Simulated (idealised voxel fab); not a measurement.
Process module name: voxel air gaps
The cross-section on display is named cut; it measures 295 nm wide, and its cells are 5 nm squares.
A cross-section is written here as square cells arranged in a grid, and it is given in bands from the top down, each band taking up one or more rows of cells. Heights first: top, then bottom, in nm. Then materials, left to right, each with a width in nm. "all across" on a single material: fills the band edge to edge. "air": empty space. Height reference: 0 = level under which incoming wafer is all one material. Lowest band: no bottom, runs on downward, e.g. "top 0, no bottom". Per-row width for "30..40": begins at first number (top row of band), ends at second number (bottom row), increment between rows held constant. "nothing different" means the step left every cell of the cross-section as it was. Basically, "Sealed void inventory" tells you about the enclosed voids: empty spaces with no open way to the top, 8 cells or bigger, each written width x height at distance, where distance is from the left edge, all in nm. Where a step's line continues beyond its settings, the continuation is a remark by the simulator itself on that step. Among the settings permitted on a step's line is "overlay nm"; applied to a step with a mask, it specifies the extent to which the mask lay to the right of its planned position, whereas a negative figure signifies a position to the left.

Steps in the process plan:
1: RECEIVE: material Si
2: CONFORMAL_DEP: material SiO2, thk nm 10
3: CONFORMAL_DEP: material SiCN, thk nm 5
4: DIRECTIONAL_DEP: material SiO2, thk nm 30
5: PATTERN: tone open, mask id LINES, material resist, width nm 25, pitch nm 55, thk nm 15, overlay nm 0
6: DIRECTIONAL_ETCH: etch materials SiO2, depth nm 30
7: STRIP: etch materials resist
8: CONFORMAL_DEP: material TiN, thk nm 5
9: FILL_DEP: material Ru, thk nm 5
10: CMP: height nm 45
11: EPI: material Ru, thk nm 10
12: SELECTIVE_ETCH: etch materials SiO2, depth nm 40
13: CONFORMAL_DEP: material SiCN, thk nm 5

The first of a set of two wafers, run to plan:

Step 1 complete: cross-section of the wafer as received:
- top 0, no bottom: Si all across
- Sealed void inventory: none

Cross-section: wafer state after step 2:
- top 10, bottom 0: SiO2 all across
- Anything lower than 0 is untouched.

Cross-section: wafer state after step 3:
- top 15, bottom 10: SiCN all across
- Anything lower than 10 is untouched.

Cross-section: wafer state after step 4:
- top 45, bottom 15: SiO2 all across
- Anything lower than 15 is untouched.

Cross-section: wafer state after step 5:
- top 60, bottom 45: resist 50, air 25, resist 30, air 25, resist 30, air 25, resist 30, air 25, resist 55
- Anything lower than 45 is untouched.

Cross-section: wafer state after step 6:
- top 60, bottom 45: resist 50, air 25, resist 30, air 25, resist 30, air 25, resist 30, air 25, resist 55
- top 45, bottom 15: SiO2 50, air 25, SiO2 30, air 25, SiO2 30, air 25, SiO2 30, air 25, SiO2 55
- Anything lower than 15 is untouched.

Cross-section: wafer state after step 7:
- top 45, bottom 15: SiO2 50, air 25, SiO2 30, air 25, SiO2 30, air 25, SiO2 30, air 25, SiO2 55
- Anything lower than 15 is untouched.

Cross-section: wafer state after step 8:
- top 50, bottom 45: TiN 55, air 15, TiN 40, air 15, TiN 40, air 15, TiN 40, air 15, TiN 60
- top 45, bottom 20: SiO2 50, TiN 5, air 15, TiN 5, SiO2 30, TiN 5, air 15, TiN 5, SiO2 30, TiN 5, air 15, TiN 5, SiO2 30, TiN 5, air 15, TiN 5, SiO2 55
- top 20, bottom 15: SiO2 50, TiN 25, SiO2 30, TiN 25, SiO2 30, TiN 25, SiO2 30, TiN 25, SiO2 55
- Anything lower than 15 is untouched.

Cross-section: wafer state after step 9:
- top 55, bottom 50: Ru all across
- top 50, bottom 45: TiN 55, Ru 15, TiN 40, Ru 15, TiN 40, Ru 15, TiN 40, Ru 15, TiN 60
- top 45, bottom 20: SiO2 50, TiN 5, Ru 15, TiN 5, SiO2 30, TiN 5, Ru 15, TiN 5, SiO2 30, TiN 5, Ru 15, TiN 5, SiO2 30, TiN 5, Ru 15, TiN 5, SiO2 55
- Anything lower than 20 is untouched.

Cross-section: wafer state after step 10:
- top 45, bottom 20: SiO2 50, TiN 5, Ru 15, TiN 5, SiO2 30, TiN 5, Ru 15, TiN 5, SiO2 30, TiN 5, Ru 15, TiN 5, SiO2 30, TiN 5, Ru 15, TiN 5, SiO2 55
- Anything lower than 20 is untouched.

Cross-section: wafer state after step 11:
- top 55, bottom 45: air 40, Ru 45, air 10, Ru 45, air 10, Ru 45, air 10, Ru 45, air 45
- Anything lower than 45 is untouched.

Cross-section: wafer state after step 12:
- top 55, bottom 45: air 40, Ru 45, air 10, Ru 45, air 10, Ru 45, air 10, Ru 45, air 45
- top 45, bottom 20: air 50, TiN 5, Ru 15, TiN 5, air 30, TiN 5, Ru 15, TiN 5, air 30, TiN 5, Ru 15, TiN 5, air 30, TiN 5, Ru 15, TiN 5, air 55
- top 20, bottom 15: air 50, TiN 25, air 30, TiN 25, air 30, TiN 25, air 30, TiN 25, air 55
- Anything lower than 15 is untouched.

Cross-section: wafer state after step 13:
- top 60, bottom 55: air 35, SiCN 220, air 40
- top 55, bottom 45: air 35, SiCN 5, Ru 45, SiCN 10, Ru 45, SiCN 10, Ru 45, SiCN 10, Ru 45, SiCN 5, air 40
- top 45, bottom 40: air 35, SiCN 15, TiN 5, Ru 15, TiN 5, SiCN 30, TiN 5, Ru 15, TiN 5, SiCN 30, TiN 5, Ru 15, TiN 5, SiCN 30, TiN 5, Ru 15, TiN 5, SiCN 15, air 40
- top 40, bottom 20: air 45, SiCN 5, TiN 5, Ru 15, TiN 5, SiCN 5, air 20, SiCN 5, TiN 5, Ru 15, TiN 5, SiCN 5, air 20, SiCN 5, TiN 5, Ru 15, TiN 5, SiCN 5, air 20, SiCN 5, TiN 5, Ru 15, TiN 5, SiCN 5, air 50
- top 20, bottom 15: SiCN 50, TiN 25, SiCN 30, TiN 25, SiCN 30, TiN 25, SiCN 30, TiN 25, SiCN 55
- Anything lower than 15 is untouched.
- Sealed void inventory: 20 x 20 at 80; 20 x 20 at 135; 20 x 20 at 190

The remaining wafer, second of the two, started like the first and was run to the same plan, except that one mistake was made along the way; the two coincide through step 1, inclusive:

when step 2 should have ended:
- top 10, bottom 0: SiCN all across
- Anything lower than 0 is untouched.

when step 3 should have ended:
- top 15, bottom 0: SiCN all across
- Anything lower than 0 is untouched.

when step 4 should have ended:
- top 45, bottom 15: SiO2 all across
- Anything lower than 15 is untouched.

when step 5 should have ended:
- top 60, bottom 45: resist 50, air 25, resist 30, air 25, resist 30, air 25, resist 30, air 25, resist 55
- Anything lower than 45 is untouched.

when step 6 should have ended:
- top 60, bottom 45: resist 50, air 25, resist 30, air 25, resist 30, air 25, resist 30, air 25, resist 55
- top 45, bottom 15: SiO2 50, air 25, SiO2 30, air 25, SiO2 30, air 25, SiO2 30, air 25, SiO2 55
- Anything lower than 15 is untouched.

when step 7 should have ended:
- top 45, bottom 15: SiO2 50, air 25, SiO2 30, air 25, SiO2 30, air 25, SiO2 30, air 25, SiO2 55
- Anything lower than 15 is untouched.

when step 8 should have ended:
- top 50, bottom 45: TiN 55, air 15, TiN 40, air 15, TiN 40, air 15, TiN 40, air 15, TiN 60
- top 45, bottom 20: SiO2 50, TiN 5, air 15, TiN 5, SiO2 30, TiN 5, air 15, TiN 5, SiO2 30, TiN 5, air 15, TiN 5, SiO2 30, TiN 5, air 15, TiN 5, SiO2 55
- top 20, bottom 15: SiO2 50, TiN 25, SiO2 30, TiN 25, SiO2 30, TiN 25, SiO2 30, TiN 25, SiO2 55
- Anything lower than 15 is untouched.

when step 9 should have ended:
- top 55, bottom 50: Ru all across
- top 50, bottom 45: TiN 55, Ru 15, TiN 40, Ru 15, TiN 40, Ru 15, TiN 40, Ru 15, TiN 60
- top 45, bottom 20: SiO2 50, TiN 5, Ru 15, TiN 5, SiO2 30, TiN 5, Ru 15, TiN 5, SiO2 30, TiN 5, Ru 15, TiN 5, SiO2 30, TiN 5, Ru 15, TiN 5, SiO2 55
- Anything lower than 20 is untouched.

when step 10 should have ended:
- top 45, bottom 20: SiO2 50, TiN 5, Ru 15, TiN 5, SiO2 30, TiN 5, Ru 15, TiN 5, SiO2 30, TiN 5, Ru 15, TiN 5, SiO2 30, TiN 5, Ru 15, TiN 5, SiO2 55
- Anything lower than 20 is untouched.

when step 11 should have ended:
- top 55, bottom 45: air 40, Ru 45, air 10, Ru 45, air 10, Ru 45, air 10, Ru 45, air 45
- Anything lower than 45 is untouched.

when step 12 should have ended:
- top 55, bottom 45: air 40, Ru 45, air 10, Ru 45, air 10, Ru 45, air 10, Ru 45, air 45
- top 45, bottom 20: air 50, TiN 5, Ru 15, TiN 5, air 30, TiN 5, Ru 15, TiN 5, air 30, TiN 5, Ru 15, TiN 5, air 30, TiN 5, Ru 15, TiN 5, air 55
- top 20, bottom 15: air 50, TiN 25, air 30, TiN 25, air 30, TiN 25, air 30, TiN 25, air 55
- Anything lower than 15 is untouched.

when step 13 should have ended:
- top 60, bottom 55: air 35, SiCN 220, air 40
- top 55, bottom 45: air 35, SiCN 5, Ru 45, SiCN 10, Ru 45, SiCN 10, Ru 45, SiCN 10, Ru 45, SiCN 5, air 40
- top 45, bottom 40: air 35, SiCN 15, TiN 5, Ru 15, TiN 5, SiCN 30, TiN 5, Ru 15, TiN 5, SiCN 30, TiN 5, Ru 15, TiN 5, SiCN 30, TiN 5, Ru 15, TiN 5, SiCN 15, air 40
- top 40, bottom 20: air 45, SiCN 5, TiN 5, Ru 15, TiN 5, SiCN 5, air 20, SiCN 5, TiN 5, Ru 15, TiN 5, SiCN 5, air 20, SiCN 5, TiN 5, Ru 15, TiN 5, SiCN 5, air 20, SiCN 5, TiN 5, Ru 15, TiN 5, SiCN 5, air 50
- top 20, bottom 15: SiCN 50, TiN 25, SiCN 30, TiN 25, SiCN 30, TiN 25, SiCN 30, TiN 25, SiCN 55
- Anything lower than 15 is untouched.
- Sealed void inventory: 20 x 20 at 80; 20 x 20 at 135; 20 x 20 at 190
Which mistake was made when the wafer was run? it should be noted that step 2 was executed with settings other than those planned, the operation and settings actually applied being CONFORMAL_DEP: material SiCN, thk nm 10
The second wafer ends with more or fewer cells of some materials than the first, per final count: 118 more of SiCN | 118 fewer of SiO2
